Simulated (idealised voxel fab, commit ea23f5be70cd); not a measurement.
The following is a process module called voxel self aligned vias.
Square cells of 5 nm make up the cross-section cut, whose width is 290 nm.
Cross-section format: a grid of square cells, given as bands from top to bottom; each band is one or more rows of cells. Heads up on the band format: heights come first, top then bottom, in nm. After that it's the materials left to right, each with its width in nm. A single material flagged "everywhere" fills the whole band edge to edge, and "blank" means there's empty space there. The reference from which all heights are counted is 0, the level beneath which the as-received wafer is entirely one material; the lowest band, having no lower bound, proceeds downward and is written after the example "z 0 and below". Graded width ("30 to 40"): value in top row of band = first number; value in bottom row = second number; row-to-row change constant. Where the words "no alterations made" appear for a step, the cross-section shows no cell changed by that step; every cell remained as before. "Voids lacking openings" specifies each empty space that is not open to the top and that occupies no fewer than 8 cells, using the form width x height at distance, the distance measured from the left edge and all three quantities in nm. On a step's line, text after the settings is the simulator commenting on that step. You can add "overlay nm" to a step's line. For a step with a mask, it describes how far the mask lay to the right of its planned position, and a negative number describes a lay to the left.
[List of planned process steps]
1 RECEIVE (material Si)
2 CONFORMAL_DEP (material SiO2; thk nm 15)
3 CONFORMAL_DEP (material SiCN; thk nm 5)
4 DIRECTIONAL_DEP (material SiO2; thk nm 30)
5 PATTERN (tone open; mask id LINES; material resist; width nm 30; pitch nm 60; thk nm 20; overlay nm 0)
6 DIRECTIONAL_ETCH (etch materials SiO2; depth nm 30)
7 STRIP (etch materials resist)
8 CONFORMAL_DEP (material TiN; thk nm 5)
9 FILL_DEP (material Ru; thk nm 5)
10 CMP (height nm 50)
11 SELECTIVE_ETCH (etch materials W Ru TiN; depth nm 10)
12 FILL_DEP (material SiN; thk nm 10)
13 CMP (height nm 50)
14 DIRECTIONAL_DEP (material SiO2; thk nm 20)
15 PATTERN (tone open; mask id VIAS; material resist; width nm 40; pitch nm 60; thk nm 20; overlay nm 0)
16 DIRECTIONAL_ETCH (etch materials SiO2; depth nm 20)
17 DIRECTIONAL_ETCH (etch materials SiN; depth nm 10)
18 STRIP (etch materials resist)
19 CONFORMAL_DEP (material TiN; thk nm 5)
20 FILL_DEP (material Ru; thk nm 5)
21 CMP (height nm 60)
22 CONFORMAL_DEP (material SiN; thk nm 5)
For clarity, it should be stated that the wafers under discussion commence in an identical condition and differ with respect to the height nm of step 21, the plan indicating the value that the first wafer had.
[The as-received cross-section of the first of several wafers corresponds to the state after step 1]
  z 0 and below = Si everywhere
  Voids lacking openings: none
[First wafer of several, cross-section, module end, after step 22 (last)]
  z 65 to 60 = SiN everywhere
  z 60 to 50 = SiO2: 95; TiN: 5 to 10; Ru: 30 to 20; TiN: 5 to 10; SiO2: 20; TiN: 5 to 10; Ru: 30 to 20; TiN: 5 to 10; SiO2: 95
  z 50 to 45 = SiO2: 100; TiN: 5; Ru: 20; TiN: 5; SiO2: 30; TiN: 5; Ru: 20; TiN: 5; SiO2: 100
  z 45 to 40 = SiO2: 100; TiN: 30; SiO2: 30; TiN: 30; SiO2: 100
  z 40 to 25 = SiO2: 100; TiN: 5; Ru: 20; TiN: 5; SiO2: 30; TiN: 5; Ru: 20; TiN: 5; SiO2: 100
  z 25 to 20 = SiO2: 100; TiN: 30; SiO2: 30; TiN: 30; SiO2: 100
  z 20 to 15 = SiCN everywhere
  z 15 to 0 = SiO2 everywhere
  z 0 and below = Si everywhere
  Voids lacking openings: none
[Wafer cross-section (last wafer, module end)]
  z 85 to 80 = SiN everywhere
  z 80 to 75 = Ru everywhere
  z 75 to 70 = TiN: 100; Ru: 30; TiN: 30; Ru: 30; TiN: 100
  z 70 to 55 = SiO2: 95; TiN: 5; Ru: 30; TiN: 5; SiO2: 20; TiN: 5; Ru: 30; TiN: 5; SiO2: 95
  z 55 to 45 = SiO2: 95 to 100; TiN: 10 to 5; Ru: 20; TiN: 10 to 5; SiO2: 20 to 30; TiN: 10 to 5; Ru: 20; TiN: 10 to 5; SiO2: 95 to 100
  z 45 to 40 = SiO2: 100; TiN: 30; SiO2: 30; TiN: 30; SiO2: 100
  z 40 to 25 = SiO2: 100; TiN: 5; Ru: 20; TiN: 5; SiO2: 30; TiN: 5; Ru: 20; TiN: 5; SiO2: 100
  z 25 to 20 = SiO2: 100; TiN: 30; SiO2: 30; TiN: 30; SiO2: 100
  z 20 to 15 = SiCN everywhere
  z 15 to 0 = SiO2 everywhere
  z 0 and below = Si everywhere
  Voids lacking openings: none
[Per wafer, end of module: cells gained (+) or lost (-) per material since receipt, then closed voids]
height nm 60 | +52 Ru | +58 SiCN | +58 SiN | +534 SiO2 | +52 TiN | Voids lacking openings: none
height nm 65 | +64 Ru | +58 SiCN | +58 SiN | +576 SiO2 | +56 TiN | Voids lacking openings: none
height nm 70 | +76 Ru | +58 SiCN | +58 SiN | +618 SiO2 | +60 TiN | Voids lacking openings: none
height nm 75 | +88 Ru | +58 SiCN | +58 SiN | +618 SiO2 | +106 TiN | Voids lacking openings: none
height nm 80 | +146 Ru | +58 SiCN | +58 SiN | +618 SiO2 | +106 TiN | Voids lacking openings: none
